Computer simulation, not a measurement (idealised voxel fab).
Module name: voxel released beams (process module)
Section cut is 210 nm wide and gridded with 5 nm square cells.
For the purposes of this document, a cross-section shall be understood as a grid of square cells, specified as bands listed in top-to-bottom order, each band consisting of one or more rows of cells. For a band, the entry starts with two heights in nm, that of the top and then that of the bottom, and carries on with the band's materials in order from left to right, each alongside its width in nm; the word "all across" beside a single material means it fills the band edge to edge, and "blank" means empty space. Convention: height 0 is the level below which the wafer, as received, is all one material. The lowest band does not terminate at the bottom but continues downward, represented as "0..down". Quick explanation for "30->40": the width changes in equal steps down the rows of cells, from the first number in the band's top row to the second number in its bottom row. Basically "everything unchanged" means that step didn't change any cell in the cross-section. The label "Sealed void list" introduces a list of the empty spaces, 8 cells or larger, that have no open way up to the top; each entry in it reads width x height at distance, where the distance is taken from the left edge and all three are stated in nm. after a step's settings: what the simulator itself notes on the step. overlay nm: on a step with a mask, how far right of its planned place the mask lay; negative means left.

-- So here's the lineup of process steps we planned
1: op RECEIVE | material Si
2: op CONFORMAL_DEP | material Al2O3 | thk nm 5
3: op DIRECTIONAL_DEP | material SiO2 | thk nm 15
4: op DIRECTIONAL_DEP | material aC | thk nm 15
5: op PATTERN | tone open | mask id ANCHOR | material resist | width nm 30 | thk nm 30 | overlay nm 0
6: op DIRECTIONAL_ETCH | etch materials aC | depth nm 15
7: op STRIP | etch materials resist
8: op DIRECTIONAL_ETCH | etch materials SiO2 | depth nm 15
9: op STRIP | etch materials aC
10: op CONFORMAL_DEP | material SiN | thk nm 10
11: op MASKED_ETCH | tone cover | mask id BEAM | width nm 90 | etch materials SiN | depth nm 10 | overlay nm 0
12: op STRIP | etch materials SiO2

-- First of two wafers, processed according to plan

-- Cross-section, incoming material, after step 1
	0..down  Si all across
	Sealed void list: none

-- Presented here is a cross-section of the wafer after step 2 has been performed
	5..0  Al2O3 all across
	Everything below 0 is unchanged.

-- Presented here is a cross-section of the wafer after step 3 has been performed
	20..5  SiO2 all across
	Everything below 5 is unchanged.

-- Presented here is a cross-section of the wafer after step 4 has been performed
	35..20  aC all across
	Everything below 20 is unchanged.

-- Presented here is a cross-section of the wafer after step 5 has been performed
	65..35  60 of resist; 30 of blank; 120 of resist
	Everything below 35 is unchanged.

-- Presented here is a cross-section of the wafer after step 6 has been performed
	50..35  60 of resist; 30 of blank; 120 of resist
	35..20  60 of aC; 30 of blank; 120 of aC
	Everything below 20 is unchanged.

-- Presented here is a cross-section of the wafer after step 7 has been performed
	35..20  60 of aC; 30 of blank; 120 of aC
	Everything below 20 is unchanged.

-- Presented here is a cross-section of the wafer after step 8 has been performed
	35..20  60 of aC; 30 of blank; 120 of aC
	20..5  60 of SiO2; 30 of blank; 120 of SiO2
	Everything below 5 is unchanged.

-- Presented here is a cross-section of the wafer after step 9 has been performed
	20..5  60 of SiO2; 30 of blank; 120 of SiO2
	Everything below 5 is unchanged.

-- Presented here is a cross-section of the wafer after step 10 has been performed
	30..20  70 of SiN; 10 of blank; 130 of SiN
	20..15  60 of SiO2; 10 of SiN; 10 of blank; 10 of SiN; 120 of SiO2
	15..5  60 of SiO2; 30 of SiN; 120 of SiO2
	Everything below 5 is unchanged.

-- Presented here is a cross-section of the wafer after step 11 has been performed
	30..20  55 of blank; 15 of SiN; 10 of blank; 65 of SiN; 65 of blank
	Everything below 20 is unchanged.

-- Presented here is a cross-section of the wafer after step 12 has been performed
	30..20  55 of blank; 15 of SiN; 10 of blank; 65 of SiN; 65 of blank
	20..15  60 of blank; 10 of SiN; 10 of blank; 10 of SiN; 120 of blank
	15..5  60 of blank; 30 of SiN; 120 of blank
	Everything below 5 is unchanged.

-- The second wafer began exactly as the first did and followed the same plan, but one mistake was made while running it; through step 10 inclusive, the two wafers are identical

-- Second wafer profile in section, at the moment step 11 of the plan was meant to be complete
	30..20  55 of SiN; 90 of blank; 65 of SiN
	20..5  60 of SiO2; 10 of SiN; 10 of blank; 10 of SiN; 120 of SiO2
	Everything below 5 is unchanged.

-- Second wafer profile in section, at the moment step 12 of the plan was meant to be complete
	20..5  60 of blank; 10 of SiN; 10 of blank; 10 of SiN; 120 of blank
	Everything below 5 is unchanged.
Finding, execution versus plan: step 11 deviated from plan and actually ran as op MASKED_ETCH | tone open | mask id BEAM | width nm 90 | etch materials SiN | depth nm 10 | overlay nm 0
Wrapping up, a cell-based count of both wafers puts the second over or under the first for these materials: 36 fewer of SiN
